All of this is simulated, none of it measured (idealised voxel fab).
Title: Process Module voxel self aligned vias
It is cross-section cut that appears here, measuring 235 nm in width, its square cells being 5 nm in size.
In what follows, cross-sections appear as grids of square cells, described through bands that run from the top down, where every band is one or more rows of cells. What a band's entry tells you: where the top is and where the bottom is, as heights in nm, and after that what lies inside, material by material from left to right, each with its width in nm. Empty space is written as the word "empty", and a single material marked with the word "everywhere" occupies the band from edge to edge. Zero point of the height axis is 0; under it, received wafer = one material. Lowest band: continues down indefinitely, "0 and below". Top row gets the first number, bottom row gets the second, and each row in between changes by the same step: that is how a band width like "30 to 40" works. "nothing altered" for a step: no cell of the cross-section changed in that step. "Closed void register" lists enclosed empty spaces (at least 8 cells, no open path upward to the top), each as width x height at distance from the left edge, in nm. Text after the settings on a step's line: the simulator's own remark on that step. On any step carrying a mask, the "overlay nm" setting, if present on the step's line, tells how far right of its planned place the mask lay; negative values point to the left.

## The planned process steps are enumerated hereunder
| 1 | RECEIVE,material Si |
| 2 | CONFORMAL_DEP,material SiO2,thk nm 10 |
| 3 | CONFORMAL_DEP,material SiCN,thk nm 5 |
| 4 | DIRECTIONAL_DEP,material SiO2,thk nm 20 |
| 5 | PATTERN,tone open,mask id LINES,material resist,width nm 30,pitch nm 70,thk nm 20,overlay nm 0 |
| 6 | DIRECTIONAL_ETCH,etch materials SiO2,depth nm 20 |
| 7 | STRIP,etch materials resist |
| 8 | CONFORMAL_DEP,material TiN,thk nm 5 |
| 9 | FILL_DEP,material Ru,thk nm 5 |
| 10 | CMP,height nm 35 |
| 11 | SELECTIVE_ETCH,etch materials W Ru TiN,depth nm 10 |
| 12 | FILL_DEP,material SiN,thk nm 5 |
| 13 | CMP,height nm 35 |
| 14 | DIRECTIONAL_DEP,material SiO2,thk nm 15 |
| 15 | DIRECTIONAL_DEP,material aC,thk nm 15 |
| 16 | PATTERN,tone open,mask id VIAS,material resist,width nm 50,pitch nm 70,thk nm 35,overlay nm 0 |
| 17 | DIRECTIONAL_ETCH,etch materials aC,depth nm 15 |
| 18 | STRIP,etch materials resist |
| 19 | DIRECTIONAL_ETCH,etch materials SiO2,depth nm 15 |
| 20 | DIRECTIONAL_ETCH,etch materials SiN,depth nm 10 |
| 21 | STRIP,etch materials aC |
| 22 | CONFORMAL_DEP,material TiN,thk nm 5 |
| 23 | FILL_DEP,material W,thk nm 5 |
| 24 | CMP,height nm 50 |
| 25 | CONFORMAL_DEP,material SiCN,thk nm 5 |

## First out of two wafers; run went to plan

## as received, after step 1
0 and below | Si everywhere
Closed void register: none

## Step 2 complete: cross-section through the wafer
10 down to 0 | SiO2 everywhere
Beneath the level 0, the cross-section is identical to its previous state.

## Step 3 complete: cross-section through the wafer
15 down to 10 | SiCN everywhere
Beneath the level 10, the cross-section is identical to its previous state.

## Step 4 complete: cross-section through the wafer
35 down to 15 | SiO2 everywhere
Beneath the level 15, the cross-section is identical to its previous state.

## Step 5 complete: cross-section through the wafer
55 down to 35 | 30 nm resist / 30 nm empty / 40 nm resist / 30 nm empty / 40 nm resist / 30 nm empty / 35 nm resist
Beneath the level 35, the cross-section is identical to its previous state.

## Step 6 complete: cross-section through the wafer
55 down to 35 | 30 nm resist / 30 nm empty / 40 nm resist / 30 nm empty / 40 nm resist / 30 nm empty / 35 nm resist
35 down to 15 | 30 nm SiO2 / 30 nm empty / 40 nm SiO2 / 30 nm empty / 40 nm SiO2 / 30 nm empty / 35 nm SiO2
Beneath the level 15, the cross-section is identical to its previous state.

## Step 7 complete: cross-section through the wafer
35 down to 15 | 30 nm SiO2 / 30 nm empty / 40 nm SiO2 / 30 nm empty / 40 nm SiO2 / 30 nm empty / 35 nm SiO2
Beneath the level 15, the cross-section is identical to its previous state.

## Step 8 complete: cross-section through the wafer
40 down to 35 | 35 nm TiN / 20 nm empty / 50 nm TiN / 20 nm empty / 50 nm TiN / 20 nm empty / 40 nm TiN
35 down to 20 | 30 nm SiO2 / 5 nm TiN / 20 nm empty / 5 nm TiN / 40 nm SiO2 / 5 nm TiN / 20 nm empty / 5 nm TiN / 40 nm SiO2 / 5 nm TiN / 20 nm empty / 5 nm TiN / 35 nm SiO2
20 down to 15 | 30 nm SiO2 / 30 nm TiN / 40 nm SiO2 / 30 nm TiN / 40 nm SiO2 / 30 nm TiN / 35 nm SiO2
Beneath the level 15, the cross-section is identical to its previous state.

## Step 9 complete: cross-section through the wafer
45 down to 40 | Ru everywhere
40 down to 35 | 35 nm TiN / 20 nm Ru / 50 nm TiN / 20 nm Ru / 50 nm TiN / 20 nm Ru / 40 nm TiN
35 down to 20 | 30 nm SiO2 / 5 nm TiN / 20 nm Ru / 5 nm TiN / 40 nm SiO2 / 5 nm TiN / 20 nm Ru / 5 nm TiN / 40 nm SiO2 / 5 nm TiN / 20 nm Ru / 5 nm TiN / 35 nm SiO2
Beneath the level 20, the cross-section is identical to its previous state.

## Step 10 complete: cross-section through the wafer
35 down to 20 | 30 nm SiO2 / 5 nm TiN / 20 nm Ru / 5 nm TiN / 40 nm SiO2 / 5 nm TiN / 20 nm Ru / 5 nm TiN / 40 nm SiO2 / 5 nm TiN / 20 nm Ru / 5 nm TiN / 35 nm SiO2
Beneath the level 20, the cross-section is identical to its previous state.

## Step 11 complete: cross-section through the wafer
35 down to 25 | 30 nm SiO2 / 30 nm empty / 40 nm SiO2 / 30 nm empty / 40 nm SiO2 / 30 nm empty / 35 nm SiO2
Beneath the level 25, the cross-section is identical to its previous state.

## Step 12 complete: cross-section through the wafer
40 down to 35 | SiN everywhere
35 down to 25 | 30 nm SiO2 / 30 nm SiN / 40 nm SiO2 / 30 nm SiN / 40 nm SiO2 / 30 nm SiN / 35 nm SiO2
Beneath the level 25, the cross-section is identical to its previous state.

## Step 13 complete: cross-section through the wafer
35 down to 25 | 30 nm SiO2 / 30 nm SiN / 40 nm SiO2 / 30 nm SiN / 40 nm SiO2 / 30 nm SiN / 35 nm SiO2
Beneath the level 25, the cross-section is identical to its previous state.

## Step 14 complete: cross-section through the wafer
50 down to 35 | SiO2 everywhere
Beneath the level 35, the cross-section is identical to its previous state.

## Step 15 complete: cross-section through the wafer
65 down to 50 | aC everywhere
Beneath the level 50, the cross-section is identical to its previous state.

## Step 16 complete: cross-section through the wafer
100 down to 65 | 20 nm resist / 50 nm empty / 20 nm resist / 50 nm empty / 20 nm resist / 50 nm empty / 25 nm resist
Beneath the level 65, the cross-section is identical to its previous state.

## Step 17 complete: cross-section through the wafer
85 down to 65 | 20 nm resist / 50 nm empty / 20 nm resist / 50 nm empty / 20 nm resist / 50 nm empty / 25 nm resist
65 down to 50 | 20 nm aC / 50 nm empty / 20 nm aC / 50 nm empty / 20 nm aC / 50 nm empty / 25 nm aC
Beneath the level 50, the cross-section is identical to its previous state.

## Step 18 complete: cross-section through the wafer
65 down to 50 | 20 nm aC / 50 nm empty / 20 nm aC / 50 nm empty / 20 nm aC / 50 nm empty / 25 nm aC
Beneath the level 50, the cross-section is identical to its previous state.

## Step 19 complete: cross-section through the wafer
65 down to 50 | 20 nm aC / 50 nm empty / 20 nm aC / 50 nm empty / 20 nm aC / 50 nm empty / 25 nm aC
50 down to 35 | 20 nm SiO2 / 50 nm empty / 20 nm SiO2 / 50 nm empty / 20 nm SiO2 / 50 nm empty / 25 nm SiO2
Beneath the level 35, the cross-section is identical to its previous state.

## Step 20 complete: cross-section through the wafer
65 down to 50 | 20 nm aC / 50 nm empty / 20 nm aC / 50 nm empty / 20 nm aC / 50 nm empty / 25 nm aC
50 down to 35 | 20 nm SiO2 / 50 nm empty / 20 nm SiO2 / 50 nm empty / 20 nm SiO2 / 50 nm empty / 25 nm SiO2
35 down to 25 | 30 nm SiO2 / 30 nm empty / 40 nm SiO2 / 30 nm empty / 40 nm SiO2 / 30 nm empty / 35 nm SiO2
Beneath the level 25, the cross-section is identical to its previous state.

## Step 21 complete: cross-section through the wafer
50 down to 35 | 20 nm SiO2 / 50 nm empty / 20 nm SiO2 / 50 nm empty / 20 nm SiO2 / 50 nm empty / 25 nm SiO2
Beneath the level 35, the cross-section is identical to its previous state.

## Step 22 complete: cross-section through the wafer
55 down to 50 | 25 nm TiN / 40 nm empty / 30 nm TiN / 40 nm empty / 30 nm TiN / 40 nm empty / 30 nm TiN
50 down to 40 | 20 nm SiO2 / 5 nm TiN / 40 nm empty / 5 nm TiN / 20 nm SiO2 / 5 nm TiN / 40 nm empty / 5 nm TiN / 20 nm SiO2 / 5 nm TiN / 40 nm empty / 5 nm TiN / 25 nm SiO2
40 down to 30 | 20 to 30 nm SiO2 / 15 to 5 nm TiN / 20 nm empty / 15 to 5 nm TiN / 20 to 40 nm SiO2 / 15 to 5 nm TiN / 20 nm empty / 15 to 5 nm TiN / 20 to 40 nm SiO2 / 15 to 5 nm TiN / 20 nm empty / 15 to 5 nm TiN / 25 to 35 nm SiO2
30 down to 25 | 30 nm SiO2 / 30 nm TiN / 40 nm SiO2 / 30 nm TiN / 40 nm SiO2 / 30 nm TiN / 35 nm SiO2
Beneath the level 25, the cross-section is identical to its previous state.

## Step 23 complete: cross-section through the wafer
60 down to 55 | W everywhere
55 down to 50 | 25 nm TiN / 40 nm W / 30 nm TiN / 40 nm W / 30 nm TiN / 40 nm W / 30 nm TiN
50 down to 40 | 20 nm SiO2 / 5 nm TiN / 40 nm W / 5 nm TiN / 20 nm SiO2 / 5 nm TiN / 40 nm W / 5 nm TiN / 20 nm SiO2 / 5 nm TiN / 40 nm W / 5 nm TiN / 25 nm SiO2
40 down to 30 | 20 to 30 nm SiO2 / 15 to 5 nm TiN / 20 nm W / 15 to 5 nm TiN / 20 to 40 nm SiO2 / 15 to 5 nm TiN / 20 nm W / 15 to 5 nm TiN / 20 to 40 nm SiO2 / 15 to 5 nm TiN / 20 nm W / 15 to 5 nm TiN / 25 to 35 nm SiO2
Beneath the level 30, the cross-section is identical to its previous state.

## Step 24 complete: cross-section through the wafer
50 down to 40 | 20 nm SiO2 / 5 nm TiN / 40 nm W / 5 nm TiN / 20 nm SiO2 / 5 nm TiN / 40 nm W / 5 nm TiN / 20 nm SiO2 / 5 nm TiN / 40 nm W / 5 nm TiN / 25 nm SiO2
Beneath the level 40, the cross-section is identical to its previous state.

## Step 25 complete: cross-section through the wafer
55 down to 50 | SiCN everywhere
Beneath the level 50, the cross-section is identical to its previous state.

## The remaining wafer, second of the two, started like the first and was run to the same plan, except that one mistake was made along the way; the two coincide through step 15, inclusive

## Here is the second wafer in cross-section at the point where step 16 of the plan should have been done
100 down to 65 | 25 nm resist / 45 nm empty / 25 nm resist / 45 nm empty / 25 nm resist / 45 nm empty / 25 nm resist
Beneath the level 65, the cross-section is identical to its previous state.

## Here is the second wafer in cross-section at the point where step 17 of the plan should have been done
85 down to 65 | 25 nm resist / 45 nm empty / 25 nm resist / 45 nm empty / 25 nm resist / 45 nm empty / 25 nm resist
65 down to 50 | 25 nm aC / 45 nm empty / 25 nm aC / 45 nm empty / 25 nm aC / 45 nm empty / 25 nm aC
Beneath the level 50, the cross-section is identical to its previous state.

## Here is the second wafer in cross-section at the point where step 18 of the plan should have been done
65 down to 50 | 25 nm aC / 45 nm empty / 25 nm aC / 45 nm empty / 25 nm aC / 45 nm empty / 25 nm aC
Beneath the level 50, the cross-section is identical to its previous state.

## Here is the second wafer in cross-section at the point where step 19 of the plan should have been done
65 down to 50 | 25 nm aC / 45 nm empty / 25 nm aC / 45 nm empty / 25 nm aC / 45 nm empty / 25 nm aC
50 down to 35 | 25 nm SiO2 / 45 nm empty / 25 nm SiO2 / 45 nm empty / 25 nm SiO2 / 45 nm empty / 25 nm SiO2
Beneath the level 35, the cross-section is identical to its previous state.

## Here is the second wafer in cross-section at the point where step 20 of the plan should have been done
65 down to 50 | 25 nm aC / 45 nm empty / 25 nm aC / 45 nm empty / 25 nm aC / 45 nm empty / 25 nm aC
50 down to 35 | 25 nm SiO2 / 45 nm empty / 25 nm SiO2 / 45 nm empty / 25 nm SiO2 / 45 nm empty / 25 nm SiO2
35 down to 25 | 30 nm SiO2 / 30 nm empty / 40 nm SiO2 / 30 nm empty / 40 nm SiO2 / 30 nm empty / 35 nm SiO2
Beneath the level 25, the cross-section is identical to its previous state.

## Here is the second wafer in cross-section at the point where step 21 of the plan should have been done
50 down to 35 | 25 nm SiO2 / 45 nm empty / 25 nm SiO2 / 45 nm empty / 25 nm SiO2 / 45 nm empty / 25 nm SiO2
Beneath the level 35, the cross-section is identical to its previous state.

## Here is the second wafer in cross-section at the point where step 22 of the plan should have been done
55 down to 50 | 30 nm TiN / 35 nm empty / 35 nm TiN / 35 nm empty / 35 nm TiN / 35 nm empty / 30 nm TiN
50 down to 40 | 25 nm SiO2 / 5 nm TiN / 35 nm empty / 5 nm TiN / 25 nm SiO2 / 5 nm TiN / 35 nm empty / 5 nm TiN / 25 nm SiO2 / 5 nm TiN / 35 nm empty / 5 nm TiN / 25 nm SiO2
40 down to 30 | 25 to 30 nm SiO2 / 10 to 5 nm TiN / 20 nm empty / 15 to 5 nm TiN / 25 to 40 nm SiO2 / 10 to 5 nm TiN / 20 nm empty / 15 to 5 nm TiN / 25 to 40 nm SiO2 / 10 to 5 nm TiN / 20 nm empty / 15 to 5 nm TiN / 25 to 35 nm SiO2
30 down to 25 | 30 nm SiO2 / 30 nm TiN / 40 nm SiO2 / 30 nm TiN / 40 nm SiO2 / 30 nm TiN / 35 nm SiO2
Beneath the level 25, the cross-section is identical to its previous state.

## Here is the second wafer in cross-section at the point where step 23 of the plan should have been done
60 down to 55 | W everywhere
55 down to 50 | 30 nm TiN / 35 nm W / 35 nm TiN / 35 nm W / 35 nm TiN / 35 nm W / 30 nm TiN
50 down to 40 | 25 nm SiO2 / 5 nm TiN / 35 nm W / 5 nm TiN / 25 nm SiO2 / 5 nm TiN / 35 nm W / 5 nm TiN / 25 nm SiO2 / 5 nm TiN / 35 nm W / 5 nm TiN / 25 nm SiO2
40 down to 30 | 25 to 30 nm SiO2 / 10 to 5 nm TiN / 20 nm W / 15 to 5 nm TiN / 25 to 40 nm SiO2 / 10 to 5 nm TiN / 20 nm W / 15 to 5 nm TiN / 25 to 40 nm SiO2 / 10 to 5 nm TiN / 20 nm W / 15 to 5 nm TiN / 25 to 35 nm SiO2
Beneath the level 30, the cross-section is identical to its previous state.

## Here is the second wafer in cross-section at the point where step 24 of the plan should have been done
50 down to 40 | 25 nm SiO2 / 5 nm TiN / 35 nm W / 5 nm TiN / 25 nm SiO2 / 5 nm TiN / 35 nm W / 5 nm TiN / 25 nm SiO2 / 5 nm TiN / 35 nm W / 5 nm TiN / 25 nm SiO2
Beneath the level 40, the cross-section is identical to its previous state.

## Here is the second wafer in cross-section at the point where step 25 of the plan should have been done
55 down to 50 | SiCN everywhere
Beneath the level 50, the cross-section is identical to its previous state.
The plan and the run diverged here: step 16 did not use the planned setting and instead ran as PATTERN,tone open,mask id VIAS,material resist,width nm 45,pitch nm 70,thk nm 35,overlay nm 0
Bottom line after processing is that, in cells, the second wafer is up or down on some materials versus the first: 9 more of SiO2, 3 fewer of TiN, 6 fewer of W
